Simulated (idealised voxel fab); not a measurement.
Process module, titled voxel self aligned contacts
For reference, the cross-section in this document is cut, with width 245 nm and square cells of 5 nm.
Throughout this document, each cross-section is represented as a grid of square cells and is presented as a sequence of bands enumerated from the top downward, where a band comprises one or more rows of cells. Quick guide to a band line: top height, bottom height (nm) up front; then every material left to right with its width in nm. Only one material and it's marked "full width"? Then it fills the band edge to edge. And "empty" just means empty space. Heights from 0 (as-received wafer is one material below). Bottom band endless downward, as "top 0, no bottom". Width: "30..40" (first number = top row, second number = bottom row, same change from row to row of cells). Step note "no modification" = no cross-section cell changed. "Sealed cavities" lists enclosed empty spaces (at least 8 cells, no open path upward to the top), each as width x height at distance from the left edge, in nm. Read whatever lies past the settings on a step's line as the simulator's own remark about the step. On any step carrying a mask, the "overlay nm" setting, if present on the step's line, tells how far right of its planned place the mask lay; negative values point to the left.
## Intended process steps
| 1 | RECEIVE with material Si |
| 2 | CONFORMAL_DEP with material SiO2, thk nm 5 |
| 3 | DIRECTIONAL_DEP with material polySi, thk nm 20 |
| 4 | DIRECTIONAL_DEP with material SiN, thk nm 20 |
| 5 | DIRECTIONAL_DEP with material aC, thk nm 10 |
| 6 | PATTERN with tone cover, mask id GATE, material resist, width nm 25, pitch nm 55, thk nm 25, overlay nm 0 |
| 7 | DIRECTIONAL_ETCH with etch materials aC, depth nm 10 |
| 8 | STRIP with etch materials resist |
| 9 | DIRECTIONAL_ETCH with etch materials SiN, depth nm 20 |
| 10 | DIRECTIONAL_ETCH with etch materials polySi, depth nm 20 |
| 11 | STRIP with etch materials aC |
| 12 | CONFORMAL_DEP with material SiN, thk nm 5 |
| 13 | DIRECTIONAL_ETCH with etch materials SiN, depth nm 5 |
| 14 | FILL_DEP with material SiO2, thk nm 15 |
| 15 | CMP with height nm 55 |
| 16 | MASKED_ETCH with tone open, mask id CONTACT, width nm 40, pitch nm 55, etch materials SiO2, depth nm 55, overlay nm 0 |
| 17 | CONFORMAL_DEP with material TiN, thk nm 5 |
| 18 | FILL_DEP with material Ru, thk nm 5 |
| 19 | CMP with height nm 55 |
| 20 | CONFORMAL_DEP with material SiCN, thk nm 5 |
## Step 1 complete: cross-section of the wafer as received
  top 0, no bottom  Si full width
  Sealed cavities: none
## Wafer cross-section at module end: first of two, run to plan
  top 60, bottom 55  SiCN full width
  top 55, bottom 45  SiO2 75  TiN 5..15  Ru 30..10  TiN 5..15  SiO2 15  TiN 5..15  Ru 30..10  TiN 5..15  SiO2 75
  top 45, bottom 25  SiO2 50  SiN 35  TiN 5  Ru 10  TiN 5  SiN 35  TiN 5  Ru 10  TiN 5  SiN 35  SiO2 50
  top 25, bottom 5  SiO2 50  SiN 5  polySi 25  SiN 5  TiN 5  Ru 10  TiN 5  SiN 5  polySi 25  SiN 5  TiN 5  Ru 10  TiN 5  SiN 5  polySi 25  SiN 5  SiO2 50
  top 5, bottom 0  SiO2 85  TiN 20  SiO2 35  TiN 20  SiO2 85
  top 0, no bottom  Si full width
  Sealed cavities: none
## This is the second of the two wafers, cross-sectioned at the end of the module; it started exactly like the first and was given the same plan, but it was run with one mistake
  top 60, bottom 55  SiCN full width
  top 55, bottom 50  Ru 70  TiN 5  SiO2 40  TiN 5  Ru 5  TiN 5  SiO2 40  TiN 5  Ru 70
  top 50, bottom 45  Ru 45  TiN 30  SiO2 40  TiN 15  SiO2 40  TiN 30  Ru 45
  top 45, bottom 25  Ru 45  TiN 5  SiN 35  SiO2 20  SiN 35  SiO2 20  SiN 35  TiN 5  Ru 45
  top 25, bottom 5  Ru 45  TiN 5  SiN 5  polySi 25  SiN 5  SiO2 20  SiN 5  polySi 25  SiN 5  SiO2 20  SiN 5  polySi 25  SiN 5  TiN 5  Ru 45
  top 5, bottom 0  TiN 50  SiO2 145  TiN 50
  top 0, no bottom  Si full width
  Sealed cavities: none
Deviation noted in wafer processing: contrary to plan, step 16 was performed as MASKED_ETCH with tone cover, mask id CONTACT, width nm 40, pitch nm 55, etch materials SiO2, depth nm 55, overlay nm 0
Once processing is complete, comparing cell counts shows that the second wafer has more or fewer of certain materials than the first: 143 more of Ru; 142 fewer of SiO2; 1 fewer of TiN
